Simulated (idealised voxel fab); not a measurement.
The name of this process module is voxel trench capacitor.
The figure presents cross-section cut, which has a width of 245 nm and is divided into square cells with an edge length of 5 nm.
Format of a cross-section: grid, square cells. Given as bands. Order: top down. Band: one or more rows of cells. Band entry format. Leading values: height of top, height of bottom, nm. Remainder: materials in left-to-right order, each with its width in nm. Special words: "full width" on a single material, which then fills the band edge to edge; "empty", empty space. Heads up on the height convention: 0 is the point under which the incoming wafer is all one material, and the lowest band has no bottom, it just keeps going down, like "0..down". A width such as "30->40" changes by the same amount from each row of cells to the next, from the band's top row to its bottom row. The cross-section has no changed cell in any step marked "no change". Each empty space that has no open way to the top and spans at least 8 cells appears under "Sealed void listing" as width x height at distance, the distance counted from the left edge, all in nm. Heads up: the bit after the settings on a step's line is the simulator's remark on that step. "overlay nm" denotes, for a step that has a mask, the displacement of the mask to the right of its planned place, with negative values corresponding to the left.

[Set out below are the planned steps of the process]
- 1: RECEIVE,material Si
- 2: CONFORMAL_DEP,material SiN,thk nm 5
- 3: DIRECTIONAL_DEP,material aC,thk nm 15
- 4: PATTERN,tone open,mask id TRENCH,material resist,width nm 15,pitch nm 35,thk nm 35,overlay nm 0
- 5: DIRECTIONAL_ETCH,etch materials aC,depth nm 15
- 6: STRIP,etch materials resist
- 7: DIRECTIONAL_ETCH,etch materials SiN,depth nm 5
- 8: DIRECTIONAL_ETCH,etch materials Si,depth nm 35
- 9: STRIP,etch materials aC
- 10: CONFORMAL_DEP,material SiO2,thk nm 5
- 11: FILL_DEP,material polySi,thk nm 10
- 12: CMP,height nm 5

[The cross-section here shows the wafer as received, i.e. in its state after step 1]
- 0..down = Si full width
- Sealed void listing: none

[What the wafer looks like in cross-section after this module, when it starts as shown above and follows the plan above but one mistake is made in running it]
- 5..0 = 95 of SiN, then 5 of SiO2, then 5 of polySi, then 5 of SiO2, then 20 of SiN, then 5 of SiO2, then 5 of polySi, then 5 of SiO2, then 100 of SiN
- 0..-65 = 95 of Si, then 5 of SiO2, then 5 of polySi, then 5 of SiO2, then 20 of Si, then 5 of SiO2, then 5 of polySi, then 5 of SiO2, then 100 of Si
- -65..-70 = 95 of Si, then 15 of SiO2, then 20 of Si, then 15 of SiO2, then 100 of Si
- -70..down = Si full width
- Sealed void listing: none
Plan not followed: step 8 in the plan was executed twice
